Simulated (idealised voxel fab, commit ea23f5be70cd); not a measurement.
process module | voxel transistor to metal
cross-section cut | 205 nm wide | cells 5 nm
A cross-section is a grid of square cells, given in bands from the top down. A band is one or more rows of cells.
Each band's line starts with the height of the band's top and of its bottom, in nm. Then come its materials from left to right, each with its width in nm. One material with "throughout" fills the band from edge to edge. "air" is empty space.
Height 0 is the level under which the wafer as received is all one material. The lowest band goes on downwards, as in "0 down".
A width such as "30 to 40" changes by the same amount from each row of cells to the next, from the band's top row to its bottom row.
"no change" after a step means that no cell of the cross-section changed.
closed voids: empty space of 8 cells or more with no open way to the top, each as width x height at its distance from the left edge, in nm
after a step's settings: what the simulator itself notes on the step
overlay nm, on a step with a mask: how far to the right of its planned place the mask lay; to the left if negative
Each pair below shows a cross-section before one step and the cross-section after it, down to the lowest band that changed. The line under each pair gives the step between them, with its settings. The pairs can come from different runs of this module on the same starting wafer, so a pair continues from the pair above only where its "before" says so.
before
  0 down: Si throughout
  closed voids: none
after
  5 to 0: SiO2 throughout
  below 0: unchanged
  closed voids: none
the step between: op CONFORMAL_DEP | material SiO2 | thk nm 5
before: the cross-section after the pair above
after
  20 to 5: SiN throughout
  below 5: unchanged
  closed voids: none
the step between: op CONFORMAL_DEP | material SiN | thk nm 15
before: the cross-section after the pair above
after
  35 to 20: aC throughout
  below 20: unchanged
  closed voids: none
the step between: op DIRECTIONAL_DEP | material aC | thk nm 15
before: the cross-section after the pair above
after
  70 to 35: air 45 | resist 115 | air 45
  below 35: unchanged
  closed voids: none
the step between: op PATTERN | tone cover | mask id ACTIVE | material resist | width nm 115 | thk nm 35 | overlay nm 0
before: the cross-section after the pair above
after
  55 to 35: air 45 | resist 115 | air 45
  35 to 20: air 45 | aC 115 | air 45
  below 20: unchanged
  closed voids: none
the step between: op DIRECTIONAL_ETCH | etch materials aC | depth nm 15
before: the cross-section after the pair above
after
  35 to 20: air 45 | aC 115 | air 45
  below 20: unchanged
  closed voids: none
the step between: op STRIP | etch materials resist
before: the cross-section after the pair above
after
  35 to 20: air 45 | aC 115 | air 45
  20 to 5: air 45 | SiN 115 | air 45
  below 5: unchanged
  closed voids: none
the step between: op DIRECTIONAL_ETCH | etch materials SiN | depth nm 15
before: the cross-section after the pair above
after
  35 to 20: air 45 | aC 115 | air 45
  20 to 5: air 45 | SiN 115 | air 45
  5 to 0: air 45 | SiO2 115 | air 45
  below 0: unchanged
  closed voids: none
the step between: op DIRECTIONAL_ETCH | etch materials SiO2 | depth nm 5
before: the cross-section after the pair above
after
  35 to 20: air 45 | aC 115 | air 45
  20 to 5: air 45 | SiN 115 | air 45
  5 to 0: air 45 | SiO2 115 | air 45
  0 to -30: air 45 | Si 115 | air 45
  below -30: unchanged
  closed voids: none
the step between: op DIRECTIONAL_ETCH | etch materials Si | depth nm 30
before: the cross-section after the pair above
after
  20 to 5: air 45 | SiN 115 | air 45
  below 5: unchanged
  closed voids: none
the step between: op STRIP | etch materials aC
before: the cross-section after the pair above
after
  20 to 5: air 45 | SiN 115 | air 45
  5 to 0: air 45 | SiO2 115 | air 45
  0 to -30: air 45 | SiO2 5 | Si 105 | SiO2 5 | air 45
  -30 to -35: SiO2 50 | Si 105 | SiO2 50
  below -35: unchanged
  closed voids: none
the step between: op OXIDIZE | depth nm 5
before: the cross-section after the pair above
after
  25 to 20: SiO2 throughout
  20 to 5: SiO2 45 | SiN 115 | SiO2 45
  5 to 0: SiO2 throughout
  0 to -35: SiO2 50 | Si 105 | SiO2 50
  below -35: unchanged
  closed voids: none
the step between: op FILL_DEP | material SiO2 | thk nm 5
before: the cross-section after the pair above
after
  20 to 5: SiO2 45 | SiN 115 | SiO2 45
  below 5: unchanged
  closed voids: none
the step between: op CMP | height nm 20
before: the cross-section after the pair above
after
  20 to 5: air 45 | SiN 115 | air 45
  below 5: unchanged
  closed voids: none
the step between: op SELECTIVE_ETCH | etch materials SiO2 | depth nm 15
before: the cross-section after the pair above
after
  5 to 0: SiO2 throughout
  below 0: unchanged
  closed voids: none
the step between: op STRIP | etch materials SiN
before: the cross-section after the pair above
after
  0 to -35: SiO2 50 | Si 105 | SiO2 50
  below -35: unchanged
  closed voids: none
the step between: op SELECTIVE_ETCH | etch materials SiO2 | depth nm 5
before: the cross-section after the pair above
after
  0 to -5: SiO2 throughout
  below -5: unchanged
  closed voids: none
the step between: op OXIDIZE | depth nm 5
before: the cross-section after the pair above
after
  20 to 0: polySi throughout
  below 0: unchanged
  closed voids: none
the step between: op DIRECTIONAL_DEP | material polySi | thk nm 20
before: the cross-section after the pair above
after
  35 to 20: SiCN throughout
  below 20: unchanged
  closed voids: none
the step between: op DIRECTIONAL_DEP | material SiCN | thk nm 15
before: the cross-section after the pair above
after
  55 to 35: air 90 | resist 25 | air 90
  below 35: unchanged
  closed voids: none
the step between: op PATTERN | tone cover | mask id GATE | material resist | width nm 25 | thk nm 20 | overlay nm 0
before: the cross-section after the pair above
after
  55 to 35: air 90 | resist 25 | air 90
  35 to 20: air 90 | SiCN 25 | air 90
  below 20: unchanged
  closed voids: none
the step between: op DIRECTIONAL_ETCH | etch materials SiCN | depth nm 25
before: the cross-section after the pair above
after
  55 to 35: air 90 | resist 25 | air 90
  35 to 20: air 90 | SiCN 25 | air 90
  20 to 0: air 90 | polySi 25 | air 90
  below 0: unchanged
  closed voids: none
the step between: op DIRECTIONAL_ETCH | etch materials polySi | depth nm 30
before: the cross-section after the pair above
after
  35 to 20: air 90 | SiCN 25 | air 90
  below 20: unchanged
  closed voids: none
the step between: op STRIP | etch materials resist
before: the cross-section after the pair above
after
  40 to 35: air 85 | SiO2 35 | air 85
  35 to 20: air 85 | SiO2 5 | SiCN 25 | SiO2 5 | air 85
  20 to 5: air 85 | SiO2 5 | polySi 25 | SiO2 5 | air 85
  5 to 0: SiO2 90 | polySi 25 | SiO2 90
  below 0: unchanged
  closed voids: none
the step between: op CONFORMAL_DEP | material SiO2 | thk nm 5
before: the cross-section after the pair above
after
  35 to 20: air 85 | SiO2 5 | SiCN 25 | SiO2 5 | air 85
  20 to 0: air 85 | SiO2 5 | polySi 25 | SiO2 5 | air 85
  below 0: unchanged
  closed voids: none
the step between: op DIRECTIONAL_ETCH | etch materials SiO2 | depth nm 5
before: the cross-section after the pair above
after
  40 to 35: air 80 | SiN 45 | air 80
  35 to 20: air 80 | SiN 5 | SiO2 5 | SiCN 25 | SiO2 5 | SiN 5 | air 80
  20 to 5: air 80 | SiN 5 | SiO2 5 | polySi 25 | SiO2 5 | SiN 5 | air 80
  5 to 0: SiN 85 | SiO2 5 | polySi 25 | SiO2 5 | SiN 85
  below 0: unchanged
  closed voids: none
the step between: op CONFORMAL_DEP | material SiN | thk nm 5
before: the cross-section after the pair above
after
  35 to 20: air 80 | SiN 5 | SiO2 5 | SiCN 25 | SiO2 5 | SiN 5 | air 80
  20 to 0: air 80 | SiN 5 | SiO2 5 | polySi 25 | SiO2 5 | SiN 5 | air 80
  below 0: unchanged
  closed voids: none
the step between: op DIRECTIONAL_ETCH | etch materials SiN | depth nm 5
before: the cross-section after the pair above
after
  35 to 30: air 80 | SiN 5 | air 5 | SiCN 25 | air 5 | SiN 5 | air 80
  30 to 20: air 80 | SiN 5 | SiO2 5 | SiCN 25 | SiO2 5 | SiN 5 | air 80
  20 to 0: air 80 | SiN 5 | SiO2 5 | polySi 25 | SiO2 5 | SiN 5 | air 80
  0 to -5: air 80 | SiO2 45 | air 80
  below -5: unchanged
  closed voids: none
the step between: op DIRECTIONAL_ETCH | etch materials SiO2 | depth nm 5
before: the cross-section after the pair above
after
  35 to 30: air 80 | SiN 5 | air 5 | SiCN 25 | air 5 | SiN 5 | air 80
  30 to 20: air 80 | SiN 5 | SiO2 5 | SiCN 25 | SiO2 5 | SiN 5 | air 80
  20 to 0: air 80 | SiN 5 | SiO2 5 | polySi 25 | SiO2 5 | SiN 5 | air 80
  0 to -5: air 80 | SiO2 45 | air 80
  -5 to -15: SiO2 50 | air 30 | Si 45 | air 30 | SiO2 50
  below -15: unchanged
  closed voids: none
the step between: op DIRECTIONAL_ETCH | etch materials Si | depth nm 10
before: the cross-section after the pair above
after
  35 to 30: air 80 | SiN 5 | air 5 | SiCN 25 | air 5 | SiN 5 | air 80
  30 to 20: air 80 | SiN 5 | SiO2 5 | SiCN 25 | SiO2 5 | SiN 5 | air 80
  20 to 10: air 80 | SiN 5 | SiO2 5 | polySi 25 | SiO2 5 | SiN 5 | air 80
  10 to 0: air 65 | pSi 15 | SiN 5 | SiO2 5 | polySi 25 | SiO2 5 | SiN 5 | pSi 15 | air 65
  0 to -5: air 45 | pSi 35 | SiO2 45 | pSi 35 | air 45
  -5 to -15: SiO2 50 | pSi 30 | Si 45 | pSi 30 | SiO2 50
  below -15: unchanged
  closed voids: none
the step between: op EPI | material pSi | thk nm 15
before: the cross-section after the pair above
after
  40 to 35: SiO2 throughout
  35 to 20: SiO2 80 | SiN 5 | SiO2 5 | SiCN 25 | SiO2 5 | SiN 5 | SiO2 80
  20 to 10: SiO2 80 | SiN 5 | SiO2 5 | polySi 25 | SiO2 5 | SiN 5 | SiO2 80
  10 to 0: SiO2 65 | pSi 15 | SiN 5 | SiO2 5 | polySi 25 | SiO2 5 | SiN 5 | pSi 15 | SiO2 65
  0 to -5: SiO2 45 | pSi 35 | SiO2 45 | pSi 35 | SiO2 45
  below -5: unchanged
  closed voids: none
the step between: op FILL_DEP | material SiO2 | thk nm 5
before: the cross-section after the pair above
after
  35 to 20: SiO2 80 | SiN 5 | SiO2 5 | SiCN 25 | SiO2 5 | SiN 5 | SiO2 80
  below 20: unchanged
  closed voids: none
the step between: op CMP | height nm 35
before: the cross-section after the pair above
after
  50 to 35: SiO2 throughout
  below 35: unchanged
  closed voids: none
the step between: op DIRECTIONAL_DEP | material SiO2 | thk nm 15
before: the cross-section after the pair above
after
  70 to 50: resist 55 | air 20 | resist 55 | air 20 | resist 55
  below 50: unchanged
  closed voids: none
the step between: op PATTERN | tone open | mask id CONTACT | material resist | width nm 20 | pitch nm 75 | thk nm 20 | overlay nm 0
before: the cross-section after the pair above
after
  70 to 50: resist 55 | air 20 | resist 55 | air 20 | resist 55
  50 to 35: SiO2 55 | air 20 | SiO2 55 | air 20 | SiO2 55
  35 to 20: SiO2 55 | air 20 | SiO2 5 | SiN 5 | SiO2 5 | SiCN 25 | SiO2 5 | SiN 5 | SiO2 5 | air 20 | SiO2 55
  20 to 10: SiO2 55 | air 20 | SiO2 5 | SiN 5 | SiO2 5 | polySi 25 | SiO2 5 | SiN 5 | SiO2 5 | air 20 | SiO2 55
  10 to 0: SiO2 55 | air 10 | pSi 15 | SiN 5 | SiO2 5 | polySi 25 | SiO2 5 | SiN 5 | pSi 15 | air 10 | SiO2 55
  below 0: unchanged
  closed voids: none
the step between: op DIRECTIONAL_ETCH | etch materials SiO2 | depth nm 50
before: the cross-section after the pair above
after
  50 to 35: SiO2 55 | air 20 | SiO2 55 | air 20 | SiO2 55
  below 35: unchanged
  closed voids: none
the step between: op STRIP | etch materials resist
before: the cross-section after the pair above
after
  55 to 50: TiN 60 | air 10 | TiN 65 | air 10 | TiN 60
  50 to 35: SiO2 55 | TiN 5 | air 10 | TiN 5 | SiO2 55 | TiN 5 | air 10 | TiN 5 | SiO2 55
  35 to 20: SiO2 55 | TiN 5 | air 10 | TiN 5 | SiO2 5 | SiN 5 | SiO2 5 | SiCN 25 | SiO2 5 | SiN 5 | SiO2 5 | TiN 5 | air 10 | TiN 5 | SiO2 55
  20 to 15: SiO2 55 | TiN 5 | air 10 | TiN 5 | SiO2 5 | SiN 5 | SiO2 5 | polySi 25 | SiO2 5 | SiN 5 | SiO2 5 | TiN 5 | air 10 | TiN 5 | SiO2 55
  15 to 10: SiO2 55 | TiN 20 | SiO2 5 | SiN 5 | SiO2 5 | polySi 25 | SiO2 5 | SiN 5 | SiO2 5 | TiN 20 | SiO2 55
  10 to 0: SiO2 55 | TiN 10 | pSi 15 | SiN 5 | SiO2 5 | polySi 25 | SiO2 5 | SiN 5 | pSi 15 | TiN 10 | SiO2 55
  below 0: unchanged
  closed voids: none
the step between: op CONFORMAL_DEP | material TiN | thk nm 5
before: the cross-section after the pair above
after
  60 to 55: Ru throughout
  55 to 50: TiN 60 | Ru 10 | TiN 65 | Ru 10 | TiN 60
  50 to 35: SiO2 55 | TiN 5 | Ru 10 | TiN 5 | SiO2 55 | TiN 5 | Ru 10 | TiN 5 | SiO2 55
  35 to 20: SiO2 55 | TiN 5 | Ru 10 | TiN 5 | SiO2 5 | SiN 5 | SiO2 5 | SiCN 25 | SiO2 5 | SiN 5 | SiO2 5 | TiN 5 | Ru 10 | TiN 5 | SiO2 55
  20 to 15: SiO2 55 | TiN 5 | Ru 10 | TiN 5 | SiO2 5 | SiN 5 | SiO2 5 | polySi 25 | SiO2 5 | SiN 5 | SiO2 5 | TiN 5 | Ru 10 | TiN 5 | SiO2 55
  below 15: unchanged
  closed voids: none
the step between: op FILL_DEP | material Ru | thk nm 5
before: the cross-section after the pair above
after
  50 to 35: SiO2 55 | TiN 5 | Ru 10 | TiN 5 | SiO2 55 | TiN 5 | Ru 10 | TiN 5 | SiO2 55
  below 35: unchanged
  closed voids: none
the step between: op CMP | height nm 50
before: the cross-section after the pair above
after
  55 to 50: SiN throughout
  below 50: unchanged
  closed voids: none
the step between: op CONFORMAL_DEP | material SiN | thk nm 5
before: the cross-section after the pair above
after
  70 to 55: lowk throughout
  below 55: unchanged
  closed voids: none
the step between: op DIRECTIONAL_DEP | material lowk | thk nm 15
before: the cross-section after the pair above
after
  85 to 70: resist 55 | air 20 | resist 55 | air 20 | resist 55
  below 70: unchanged
  closed voids: none
the step between: op PATTERN | tone open | mask id METAL_1 | material resist | width nm 20 | pitch nm 75 | thk nm 15 | overlay nm 0
before: the cross-section after the pair above
after
  85 to 70: resist 55 | air 20 | resist 55 | air 20 | resist 55
  70 to 55: lowk 55 | air 20 | lowk 55 | air 20 | lowk 55
  below 55: unchanged
  closed voids: none
the step between: op DIRECTIONAL_ETCH | etch materials lowk | depth nm 15
before: the cross-section after the pair above
after
  85 to 70: resist 55 | air 20 | resist 55 | air 20 | resist 55
  70 to 55: lowk 55 | air 20 | lowk 55 | air 20 | lowk 55
  55 to 50: SiN 55 | air 20 | SiN 55 | air 20 | SiN 55
  below 50: unchanged
  closed voids: none
the step between: op DIRECTIONAL_ETCH | etch materials SiN | depth nm 5
before: the cross-section after the pair above
after
  70 to 55: lowk 55 | air 20 | lowk 55 | air 20 | lowk 55
  below 55: unchanged
  closed voids: none
the step between: op STRIP | etch materials resist
before: the cross-section after the pair above
after
  75 to 70: TiN 60 | air 10 | TiN 65 | air 10 | TiN 60
  70 to 55: lowk 55 | TiN 5 | air 10 | TiN 5 | lowk 55 | TiN 5 | air 10 | TiN 5 | lowk 55
  55 to 50: SiN 55 | TiN 20 | SiN 55 | TiN 20 | SiN 55
  below 50: unchanged
  closed voids: none
the step between: op CONFORMAL_DEP | material TiN | thk nm 5
before: the cross-section after the pair above
after
  80 to 75: W throughout
  75 to 70: TiN 60 | W 10 | TiN 65 | W 10 | TiN 60
  70 to 55: lowk 55 | TiN 5 | W 10 | TiN 5 | lowk 55 | TiN 5 | W 10 | TiN 5 | lowk 55
  below 55: unchanged
  closed voids: none
the step between: op FILL_DEP | material W | thk nm 5
before: the cross-section after the pair above
after
  70 to 55: lowk 55 | TiN 5 | W 10 | TiN 5 | lowk 55 | TiN 5 | W 10 | TiN 5 | lowk 55
  below 55: unchanged
  closed voids: none
the step between: op CMP | height nm 70
before: the cross-section after the pair above
after
  75 to 70: SiN throughout
  below 70: unchanged
  closed voids: none
the step between: op CONFORMAL_DEP | material SiN | thk nm 5
before
  0 down: Si throughout
  closed voids: none
after
  15 to 0: SiN throughout
  below 0: unchanged
  closed voids: none
the step between: op CONFORMAL_DEP | material SiN | thk nm 15
before: the cross-section after the pair above
after
  30 to 15: aC throughout
  below 15: unchanged
  closed voids: none
the step between: op DIRECTIONAL_DEP | material aC | thk nm 15
before: the cross-section after the pair above
after
  65 to 30: air 45 | resist 115 | air 45
  below 30: unchanged
  closed voids: none
the step between: op PATTERN | tone cover | mask id ACTIVE | material resist | width nm 115 | thk nm 35 | overlay nm 0
before: the cross-section after the pair above
after
  50 to 30: air 45 | resist 115 | air 45
  30 to 15: air 45 | aC 115 | air 45
  below 15: unchanged
  closed voids: none
the step between: op DIRECTIONAL_ETCH | etch materials aC | depth nm 15
before: the cross-section after the pair above
after
  30 to 15: air 45 | aC 115 | air 45
  below 15: unchanged
  closed voids: none
the step between: op STRIP | etch materials resist
before: the cross-section after the pair above
after
  30 to 15: air 45 | aC 115 | air 45
  15 to 0: air 45 | SiN 115 | air 45
  below 0: unchanged
  closed voids: none
the step between: op DIRECTIONAL_ETCH | etch materials SiN | depth nm 15
before: the cross-section after the pair above
after
  30 to 15: air 45 | aC 115 | air 45
  15 to 0: air 45 | SiN 115 | air 45
  0 to -30: air 45 | Si 115 | air 45
  below -30: unchanged
  closed voids: none
the step between: op DIRECTIONAL_ETCH | etch materials Si | depth nm 30
before: the cross-section after the pair above
after
  15 to 0: air 45 | SiN 115 | air 45
  below 0: unchanged
  closed voids: none
the step between: op STRIP | etch materials aC
before: the cross-section after the pair above
after
  15 to 0: air 45 | SiN 115 | air 45
  0 to -30: air 45 | SiO2 5 | Si 105 | SiO2 5 | air 45
  -30 to -35: SiO2 50 | Si 105 | SiO2 50
  below -35: unchanged
  closed voids: none
the step between: op OXIDIZE | depth nm 5
before: the cross-section after the pair above
after
  20 to 15: SiO2 throughout
  15 to 0: SiO2 45 | SiN 115 | SiO2 45
  0 to -35: SiO2 50 | Si 105 | SiO2 50
  below -35: unchanged
  closed voids: none
the step between: op FILL_DEP | material SiO2 | thk nm 5
before: the cross-section after the pair above
after
  15 to 5: air 45 | SiN 115 | air 45
  below 5: unchanged
  closed voids: none
the step between: op SELECTIVE_ETCH | etch materials SiO2 | depth nm 15
before: the cross-section after the pair above
after
  5 to 0: SiO2 45 | air 115 | SiO2 45
  below 0: unchanged
  closed voids: none
the step between: op STRIP | etch materials SiN
before: the cross-section after the pair above
after
  0 to -5: SiO2 40 | air 10 | Si 105 | air 10 | SiO2 40
  below -5: unchanged
  closed voids: none
the step between: op SELECTIVE_ETCH | etch materials SiO2 | depth nm 5
before: the cross-section after the pair above
after
  0 to -5: SiO2 40 | air 10 | SiO2 105 | air 10 | SiO2 40
  -5 to -10: SiO2 55 | Si 95 | SiO2 55
  below -10: unchanged
  closed voids: none
the step between: op OXIDIZE | depth nm 5
before: the cross-section after the pair above
after
  20 to 15: polySi 40 | air 10 | polySi 105 | air 10 | polySi 40
  15 to 0: polySi throughout
  0 to -5: SiO2 40 | polySi 10 | SiO2 105 | polySi 10 | SiO2 40
  below -5: unchanged
  closed voids: none
the step between: op DIRECTIONAL_DEP | material polySi | thk nm 20
before: the cross-section after the pair above
after
  35 to 30: SiCN 40 | air 10 | SiCN 105 | air 10 | SiCN 40
  30 to 20: SiCN throughout
  20 to 15: polySi 40 | SiCN 10 | polySi 105 | SiCN 10 | polySi 40
  below 15: unchanged
  closed voids: none
the step between: op DIRECTIONAL_DEP | material SiCN | thk nm 15
before: the cross-section after the pair above
after
  55 to 35: air 90 | resist 25 | air 90
  below 35: unchanged
  closed voids: none
the step between: op PATTERN | tone cover | mask id GATE | material resist | width nm 25 | thk nm 20 | overlay nm 0
before: the cross-section after the pair above
after
  55 to 35: air 90 | resist 25 | air 90
  35 to 20: air 90 | SiCN 25 | air 90
  20 to 15: polySi 40 | air 10 | polySi 105 | air 10 | polySi 40
  below 15: unchanged
  closed voids: none
the step between: op DIRECTIONAL_ETCH | etch materials SiCN | depth nm 25
before: the cross-section after the pair above
after
  55 to 35: air 90 | resist 25 | air 90
  35 to 20: air 90 | SiCN 25 | air 90
  20 to 0: air 90 | polySi 25 | air 90
  0 to -5: SiO2 40 | air 10 | SiO2 105 | air 10 | SiO2 40
  below -5: unchanged
  closed voids: none
the step between: op DIRECTIONAL_ETCH | etch materials polySi | depth nm 30
before: the cross-section after the pair above
after
  35 to 20: air 90 | SiCN 25 | air 90
  below 20: unchanged
  closed voids: none
the step between: op STRIP | etch materials resist
before: the cross-section after the pair above
after
  40 to 35: air 85 | SiO2 35 | air 85
  35 to 20: air 85 | SiO2 5 | SiCN 25 | SiO2 5 | air 85
  20 to 5: air 85 | SiO2 5 | polySi 25 | SiO2 5 | air 85
  5 to 0: SiO2 90 | polySi 25 | SiO2 90
  0 to -5: SiO2 throughout
  below -5: unchanged
  closed voids: none
the step between: op CONFORMAL_DEP | material SiO2 | thk nm 5
before: the cross-section after the pair above
after
  35 to 20: air 85 | SiO2 5 | SiCN 25 | SiO2 5 | air 85
  20 to 0: air 85 | SiO2 5 | polySi 25 | SiO2 5 | air 85
  below 0: unchanged
  closed voids: none
the step between: op DIRECTIONAL_ETCH | etch materials SiO2 | depth nm 5
before: the cross-section after the pair above
after
  40 to 35: air 80 | SiN 45 | air 80
  35 to 20: air 80 | SiN 5 | SiO2 5 | SiCN 25 | SiO2 5 | SiN 5 | air 80
  20 to 5: air 80 | SiN 5 | SiO2 5 | polySi 25 | SiO2 5 | SiN 5 | air 80
  5 to 0: SiN 85 | SiO2 5 | polySi 25 | SiO2 5 | SiN 85
  below 0: unchanged
  closed voids: none
the step between: op CONFORMAL_DEP | material SiN | thk nm 5
before: the cross-section after the pair above
after
  35 to 20: air 80 | SiN 5 | SiO2 5 | SiCN 25 | SiO2 5 | SiN 5 | air 80
  20 to 0: air 80 | SiN 5 | SiO2 5 | polySi 25 | SiO2 5 | SiN 5 | air 80
  below 0: unchanged
  closed voids: none
the step between: op DIRECTIONAL_ETCH | etch materials SiN | depth nm 5
before: the cross-section after the pair above
after
  35 to 30: air 80 | SiN 5 | air 5 | SiCN 25 | air 5 | SiN 5 | air 80
  30 to 20: air 80 | SiN 5 | SiO2 5 | SiCN 25 | SiO2 5 | SiN 5 | air 80
  20 to 0: air 80 | SiN 5 | SiO2 5 | polySi 25 | SiO2 5 | SiN 5 | air 80
  0 to -5: air 80 | SiO2 45 | air 80
  below -5: unchanged
  closed voids: none
the step between: op DIRECTIONAL_ETCH | etch materials SiO2 | depth nm 5
before: the cross-section after the pair above
after
  35 to 30: air 80 | SiN 5 | air 5 | SiCN 25 | air 5 | SiN 5 | air 80
  30 to 20: air 80 | SiN 5 | SiO2 5 | SiCN 25 | SiO2 5 | SiN 5 | air 80
  20 to 0: air 80 | SiN 5 | SiO2 5 | polySi 25 | SiO2 5 | SiN 5 | air 80
  0 to -5: air 80 | SiO2 45 | air 80
  -5 to -10: SiO2 55 | air 25 | Si 45 | air 25 | SiO2 55
  -10 to -15: SiO2 50 | Si 5 | air 25 | Si 45 | air 25 | Si 5 | SiO2 50
  below -15: unchanged
  closed voids: none
the step between: op DIRECTIONAL_ETCH | etch materials Si | depth nm 10
before: the cross-section after the pair above
after
  35 to 30: air 80 | SiN 5 | air 5 | SiCN 25 | air 5 | SiN 5 | air 80
  30 to 20: air 80 | SiN 5 | SiO2 5 | SiCN 25 | SiO2 5 | SiN 5 | air 80
  20 to 10: air 80 | SiN 5 | SiO2 5 | polySi 25 | SiO2 5 | SiN 5 | air 80
  10 to 0: air 65 to 45 | pSi 15 to 35 | SiN 5 | SiO2 5 | polySi 25 | SiO2 5 | SiN 5 | pSi 15 to 35 | air 65 to 45
  0 to -5: air 45 | pSi 35 | SiO2 45 | pSi 35 | air 45
  -5 to -10: SiO2 55 | pSi 25 | Si 45 | pSi 25 | SiO2 55
  -10 to -15: SiO2 50 | Si 5 | pSi 25 | Si 45 | pSi 25 | Si 5 | SiO2 50
  below -15: unchanged
  closed voids: none
the step between: op EPI | material pSi | thk nm 15
before: the cross-section after the pair above
after
  40 to 35: SiO2 throughout
  35 to 20: SiO2 80 | SiN 5 | SiO2 5 | SiCN 25 | SiO2 5 | SiN 5 | SiO2 80
  20 to 10: SiO2 80 | SiN 5 | SiO2 5 | polySi 25 | SiO2 5 | SiN 5 | SiO2 80
  10 to 0: SiO2 65 to 45 | pSi 15 to 35 | SiN 5 | SiO2 5 | polySi 25 | SiO2 5 | SiN 5 | pSi 15 to 35 | SiO2 65 to 45
  0 to -5: SiO2 45 | pSi 35 | SiO2 45 | pSi 35 | SiO2 45
  below -5: unchanged
  closed voids: none
the step between: op FILL_DEP | material SiO2 | thk nm 5
before: the cross-section after the pair above
after
  35 to 20: SiO2 80 | SiN 5 | SiO2 5 | SiCN 25 | SiO2 5 | SiN 5 | SiO2 80
  below 20: unchanged
  closed voids: none
the step between: op CMP | height nm 35
before: the cross-section after the pair above
after
  50 to 35: SiO2 throughout
  below 35: unchanged
  closed voids: none
the step between: op DIRECTIONAL_DEP | material SiO2 | thk nm 15
before: the cross-section after the pair above
after
  70 to 50: resist 55 | air 20 | resist 55 | air 20 | resist 55
  below 50: unchanged
  closed voids: none
the step between: op PATTERN | tone open | mask id CONTACT | material resist | width nm 20 | pitch nm 75 | thk nm 20 | overlay nm 0
before: the cross-section after the pair above
after
  70 to 50: resist 55 | air 20 | resist 55 | air 20 | resist 55
  50 to 35: SiO2 55 | air 20 | SiO2 55 | air 20 | SiO2 55
  35 to 20: SiO2 55 | air 20 | SiO2 5 | SiN 5 | SiO2 5 | SiCN 25 | SiO2 5 | SiN 5 | SiO2 5 | air 20 | SiO2 55
  20 to 10: SiO2 55 | air 20 | SiO2 5 | SiN 5 | SiO2 5 | polySi 25 | SiO2 5 | SiN 5 | SiO2 5 | air 20 | SiO2 55
  10 to 5: SiO2 55 | air 10 | pSi 15 | SiN 5 | SiO2 5 | polySi 25 | SiO2 5 | SiN 5 | pSi 15 | air 10 | SiO2 55
  below 5: unchanged
  closed voids: none
the step between: op DIRECTIONAL_ETCH | etch materials SiO2 | depth nm 50
before: the cross-section after the pair above
after
  50 to 35: SiO2 55 | air 20 | SiO2 55 | air 20 | SiO2 55
  below 35: unchanged
  closed voids: none
the step between: op STRIP | etch materials resist
before: the cross-section after the pair above
after
  55 to 50: TiN 60 | air 10 | TiN 65 | air 10 | TiN 60
  50 to 35: SiO2 55 | TiN 5 | air 10 | TiN 5 | SiO2 55 | TiN 5 | air 10 | TiN 5 | SiO2 55
  35 to 20: SiO2 55 | TiN 5 | air 10 | TiN 5 | SiO2 5 | SiN 5 | SiO2 5 | SiCN 25 | SiO2 5 | SiN 5 | SiO2 5 | TiN 5 | air 10 | TiN 5 | SiO2 55
  20 to 15: SiO2 55 | TiN 5 | air 10 | TiN 5 | SiO2 5 | SiN 5 | SiO2 5 | polySi 25 | SiO2 5 | SiN 5 | SiO2 5 | TiN 5 | air 10 | TiN 5 | SiO2 55
  15 to 10: SiO2 55 | TiN 20 | SiO2 5 | SiN 5 | SiO2 5 | polySi 25 | SiO2 5 | SiN 5 | SiO2 5 | TiN 20 | SiO2 55
  10 to 5: SiO2 55 | TiN 10 | pSi 15 | SiN 5 | SiO2 5 | polySi 25 | SiO2 5 | SiN 5 | pSi 15 | TiN 10 | SiO2 55
  below 5: unchanged
  closed voids: none
the step between: op CONFORMAL_DEP | material TiN | thk nm 5
before: the cross-section after the pair above
after
  60 to 55: Ru throughout
  55 to 50: TiN 60 | Ru 10 | TiN 65 | Ru 10 | TiN 60
  50 to 35: SiO2 55 | TiN 5 | Ru 10 | TiN 5 | SiO2 55 | TiN 5 | Ru 10 | TiN 5 | SiO2 55
  35 to 20: SiO2 55 | TiN 5 | Ru 10 | TiN 5 | SiO2 5 | SiN 5 | SiO2 5 | SiCN 25 | SiO2 5 | SiN 5 | SiO2 5 | TiN 5 | Ru 10 | TiN 5 | SiO2 55
  20 to 15: SiO2 55 | TiN 5 | Ru 10 | TiN 5 | SiO2 5 | SiN 5 | SiO2 5 | polySi 25 | SiO2 5 | SiN 5 | SiO2 5 | TiN 5 | Ru 10 | TiN 5 | SiO2 55
  below 15: unchanged
  closed voids: none
the step between: op FILL_DEP | material Ru | thk nm 5
before: the cross-section after the pair above
after
  50 to 35: SiO2 55 | TiN 5 | Ru 10 | TiN 5 | SiO2 55 | TiN 5 | Ru 10 | TiN 5 | SiO2 55
  below 35: unchanged
  closed voids: none
the step between: op CMP | height nm 50
before: the cross-section after the pair above
after
  55 to 50: SiN throughout
  below 50: unchanged
  closed voids: none
the step between: op CONFORMAL_DEP | material SiN | thk nm 5
before: the cross-section after the pair above
after
  70 to 55: lowk throughout
  below 55: unchanged
  closed voids: none
the step between: op DIRECTIONAL_DEP | material lowk | thk nm 15
before: the cross-section after the pair above
after
  85 to 70: resist 55 | air 20 | resist 55 | air 20 | resist 55
  below 70: unchanged
  closed voids: none
the step between: op PATTERN | tone open | mask id METAL_1 | material resist | width nm 20 | pitch nm 75 | thk nm 15 | overlay nm 0
before: the cross-section after the pair above
after
  85 to 70: resist 55 | air 20 | resist 55 | air 20 | resist 55
  70 to 55: lowk 55 | air 20 | lowk 55 | air 20 | lowk 55
  below 55: unchanged
  closed voids: none
the step between: op DIRECTIONAL_ETCH | etch materials lowk | depth nm 15
before: the cross-section after the pair above
after
  85 to 70: resist 55 | air 20 | resist 55 | air 20 | resist 55
  70 to 55: lowk 55 | air 20 | lowk 55 | air 20 | lowk 55
  55 to 50: SiN 55 | air 20 | SiN 55 | air 20 | SiN 55
  below 50: unchanged
  closed voids: none
the step between: op DIRECTIONAL_ETCH | etch materials SiN | depth nm 5
before: the cross-section after the pair above
after
  70 to 55: lowk 55 | air 20 | lowk 55 | air 20 | lowk 55
  below 55: unchanged
  closed voids: none
the step between: op STRIP | etch materials resist
before: the cross-section after the pair above
after
  75 to 70: TiN 60 | air 10 | TiN 65 | air 10 | TiN 60
  70 to 55: lowk 55 | TiN 5 | air 10 | TiN 5 | lowk 55 | TiN 5 | air 10 | TiN 5 | lowk 55
  55 to 50: SiN 55 | TiN 20 | SiN 55 | TiN 20 | SiN 55
  below 50: unchanged
  closed voids: none
the step between: op CONFORMAL_DEP | material TiN | thk nm 5
before: the cross-section after the pair above
after
  80 to 75: W throughout
  75 to 70: TiN 60 | W 10 | TiN 65 | W 10 | TiN 60
  70 to 55: lowk 55 | TiN 5 | W 10 | TiN 5 | lowk 55 | TiN 5 | W 10 | TiN 5 | lowk 55
  below 55: unchanged
  closed voids: none
the step between: op FILL_DEP | material W | thk nm 5
